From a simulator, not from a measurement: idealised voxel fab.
The name of this process module is voxel self aligned vias.
It is cross-section cut that appears here, measuring 145 nm in width, its square cells being 5 nm in size.
Cross-section format: a grid of square cells, given as bands from top to bottom; each band is one or more rows of cells. Heads up on the band format: heights come first, top then bottom, in nm. After that it's the materials left to right, each with its width in nm. A single material flagged "throughout" fills the whole band edge to edge, and "air" means there's empty space there. Heads up on the height convention: 0 is the point under which the incoming wafer is all one material, and the lowest band has no bottom, it just keeps going down, like "0..down". Think of "30->40" as a width that walks from the first number to the second as you go down the band, top row to bottom row, taking equal-sized steps from row to row. What does "all unchanged" mean for a step? It means no cell of the cross-section changed in that step. Look at "Enclosed voids" for the closed voids: empty spaces with no open path to the top, sized 8 cells or up. Each is width x height at distance, distance from the left edge, all nm. If you see something after the settings on a step's line, that's the simulator's own remark about that step. Among the settings permitted on a step's line is "overlay nm"; applied to a step with a mask, it specifies the extent to which the mask lay to the right of its planned position, whereas a negative figure signifies a position to the left.
### Planned step list for the process
1,RECEIVE: material Si
2,CONFORMAL_DEP: material SiO2, thk nm 15
3,CONFORMAL_DEP: material SiCN, thk nm 5
4,DIRECTIONAL_DEP: material lowk, thk nm 25
5,MASKED_ETCH: tone open, mask id LINES, width nm 25, pitch nm 65, etch materials lowk, depth nm 25, overlay nm 0
6,CONFORMAL_DEP: material TiN, thk nm 5
7,FILL_DEP: material Ru, thk nm 5
8,CMP: height nm 45
9,SELECTIVE_ETCH: etch materials W Ru TiN, depth nm 10
10,FILL_DEP: material SiN, thk nm 5
11,CMP: height nm 45
12,DIRECTIONAL_DEP: material lowk, thk nm 20
13,DIRECTIONAL_DEP: material aC, thk nm 15
14,PATTERN: tone open, mask id VIAS, material resist, width nm 45, thk nm 35, overlay nm 0
15,DIRECTIONAL_ETCH: etch materials aC, depth nm 15
16,STRIP: etch materials resist
17,DIRECTIONAL_ETCH: etch materials lowk, depth nm 20
18,DIRECTIONAL_ETCH: etch materials SiN, depth nm 10
19,STRIP: etch materials aC
20,CONFORMAL_DEP: material TiN, thk nm 5
21,FILL_DEP: material W, thk nm 10
22,CMP: height nm 65
23,CONFORMAL_DEP: material SiN, thk nm 5
### First wafer, two in total, run as planned
### Shown in cross-section is the wafer as received, that is, as it stands after step 1
  0..down | Si throughout
  Enclosed voids: none
### The wafer in cross-section once step 2 is complete
  15..0 | SiO2 throughout
  Nothing below the height 0 has changed.
### The wafer in cross-section once step 3 is complete
  20..15 | SiCN throughout
  Nothing below the height 15 has changed.
### The wafer in cross-section once step 4 is complete
  45..20 | lowk throughout
  Nothing below the height 20 has changed.
### The wafer in cross-section once step 5 is complete
  45..20 | lowk: 25  air: 25  lowk: 40  air: 25  lowk: 30
  Nothing below the height 20 has changed.
### The wafer in cross-section once step 6 is complete
  50..45 | TiN: 30  air: 15  TiN: 50  air: 15  TiN: 35
  45..25 | lowk: 25  TiN: 5  air: 15  TiN: 5  lowk: 40  TiN: 5  air: 15  TiN: 5  lowk: 30
  25..20 | lowk: 25  TiN: 25  lowk: 40  TiN: 25  lowk: 30
  Nothing below the height 20 has changed.
### The wafer in cross-section once step 7 is complete
  55..50 | Ru throughout
  50..45 | TiN: 30  Ru: 15  TiN: 50  Ru: 15  TiN: 35
  45..25 | lowk: 25  TiN: 5  Ru: 15  TiN: 5  lowk: 40  TiN: 5  Ru: 15  TiN: 5  lowk: 30
  Nothing below the height 25 has changed.
### The wafer in cross-section once step 8 is complete
  45..25 | lowk: 25  TiN: 5  Ru: 15  TiN: 5  lowk: 40  TiN: 5  Ru: 15  TiN: 5  lowk: 30
  Nothing below the height 25 has changed.
### The wafer in cross-section once step 9 is complete
  45..35 | lowk: 25  air: 25  lowk: 40  air: 25  lowk: 30
  Nothing below the height 35 has changed.
### The wafer in cross-section once step 10 is complete
  50..45 | SiN throughout
  45..35 | lowk: 25  SiN: 25  lowk: 40  SiN: 25  lowk: 30
  Nothing below the height 35 has changed.
### The wafer in cross-section once step 11 is complete
  45..35 | lowk: 25  SiN: 25  lowk: 40  SiN: 25  lowk: 30
  Nothing below the height 35 has changed.
### The wafer in cross-section once step 12 is complete
  65..45 | lowk throughout
  Nothing below the height 45 has changed.
### The wafer in cross-section once step 13 is complete
  80..65 | aC throughout
  Nothing below the height 65 has changed.
### The wafer in cross-section once step 14 is complete
  115..80 | resist: 15  air: 45  resist: 85
  Nothing below the height 80 has changed.
### The wafer in cross-section once step 15 is complete
  100..80 | resist: 15  air: 45  resist: 85
  80..65 | aC: 15  air: 45  aC: 85
  Nothing below the height 65 has changed.
### The wafer in cross-section once step 16 is complete
  80..65 | aC: 15  air: 45  aC: 85
  Nothing below the height 65 has changed.
### The wafer in cross-section once step 17 is complete
  80..65 | aC: 15  air: 45  aC: 85
  65..45 | lowk: 15  air: 45  lowk: 85
  Nothing below the height 45 has changed.
### The wafer in cross-section once step 18 is complete
  80..65 | aC: 15  air: 45  aC: 85
  65..45 | lowk: 15  air: 45  lowk: 85
  45..35 | lowk: 25  air: 25  lowk: 40  SiN: 25  lowk: 30
  Nothing below the height 35 has changed.
### The wafer in cross-section once step 19 is complete
  65..45 | lowk: 15  air: 45  lowk: 85
  Nothing below the height 45 has changed.
### The wafer in cross-section once step 20 is complete
  70..65 | TiN: 20  air: 35  TiN: 90
  65..50 | lowk: 15  TiN: 5  air: 35  TiN: 5  lowk: 85
  50..45 | lowk: 15  TiN: 15  air: 15  TiN: 15  lowk: 85
  45..40 | lowk: 25  TiN: 5  air: 15  TiN: 5  lowk: 40  SiN: 25  lowk: 30
  40..35 | lowk: 25  TiN: 25  lowk: 40  SiN: 25  lowk: 30
  Nothing below the height 35 has changed.
### The wafer in cross-section once step 21 is complete
  80..70 | W throughout
  70..65 | TiN: 20  W: 35  TiN: 90
  65..50 | lowk: 15  TiN: 5  W: 35  TiN: 5  lowk: 85
  50..45 | lowk: 15  TiN: 15  W: 15  TiN: 15  lowk: 85
  45..40 | lowk: 25  TiN: 5  W: 15  TiN: 5  lowk: 40  SiN: 25  lowk: 30
  Nothing below the height 40 has changed.
### The wafer in cross-section once step 22 is complete
  65..50 | lowk: 15  TiN: 5  W: 35  TiN: 5  lowk: 85
  Nothing below the height 50 has changed.
### The wafer in cross-section once step 23 is complete
  70..65 | SiN throughout
  Nothing below the height 65 has changed.
### The second wafer: identical to the first at the outset and in its planned sequence, differing only in that one mistake was made during processing; up to and including step 13, its path is the first wafer's path
### Cross-section: second wafer, time at which step 14 was scheduled to end
  115..80 | air: 15  resist: 45  air: 85
  Nothing below the height 80 has changed.
### Cross-section: second wafer, time at which step 15 was scheduled to end
  100..80 | air: 15  resist: 45  air: 85
  80..65 | air: 15  aC: 45  air: 85
  Nothing below the height 65 has changed.
### Cross-section: second wafer, time at which step 16 was scheduled to end
  80..65 | air: 15  aC: 45  air: 85
  Nothing below the height 65 has changed.
### Cross-section: second wafer, time at which step 17 was scheduled to end
  80..65 | air: 15  aC: 45  air: 85
  65..45 | air: 15  lowk: 45  air: 85
  Nothing below the height 45 has changed.
### Cross-section: second wafer, time at which step 18 was scheduled to end
  80..65 | air: 15  aC: 45  air: 85
  65..45 | air: 15  lowk: 45  air: 85
  45..35 | lowk: 25  SiN: 25  lowk: 40  air: 25  lowk: 30
  Nothing below the height 35 has changed.
### Cross-section: second wafer, time at which step 19 was scheduled to end
  65..45 | air: 15  lowk: 45  air: 85
  Nothing below the height 45 has changed.
### Cross-section: second wafer, time at which step 20 was scheduled to end
  70..65 | air: 10  TiN: 55  air: 80
  65..50 | air: 10  TiN: 5  lowk: 45  TiN: 5  air: 80
  50..45 | TiN: 15  lowk: 45  TiN: 35  air: 15  TiN: 35
  45..40 | lowk: 25  SiN: 25  lowk: 40  TiN: 5  air: 15  TiN: 5  lowk: 30
  40..35 | lowk: 25  SiN: 25  lowk: 40  TiN: 25  lowk: 30
  Nothing below the height 35 has changed.
### Cross-section: second wafer, time at which step 21 was scheduled to end
  80..70 | W throughout
  70..65 | W: 10  TiN: 55  W: 80
  65..50 | W: 10  TiN: 5  lowk: 45  TiN: 5  W: 80
  50..45 | TiN: 15  lowk: 45  TiN: 35  W: 15  TiN: 35
  45..40 | lowk: 25  SiN: 25  lowk: 40  TiN: 5  W: 15  TiN: 5  lowk: 30
  Nothing below the height 40 has changed.
### Cross-section: second wafer, time at which step 22 was scheduled to end
  65..50 | W: 10  TiN: 5  lowk: 45  TiN: 5  W: 80
  Nothing below the height 50 has changed.
### Cross-section: second wafer, time at which step 23 was scheduled to end
  70..65 | SiN throughout
  Nothing below the height 65 has changed.
The mistake made against the process plan was this: step 14, actual vs plan mismatch, actual run PATTERN: tone cover, mask id VIAS, material resist, width nm 45, thk nm 35, overlay nm 0
In the final state, the cell counts of the second wafer exceed or fall short of those of the first for the following materials: 11 more of TiN | 33 more of W | 44 fewer of lowk
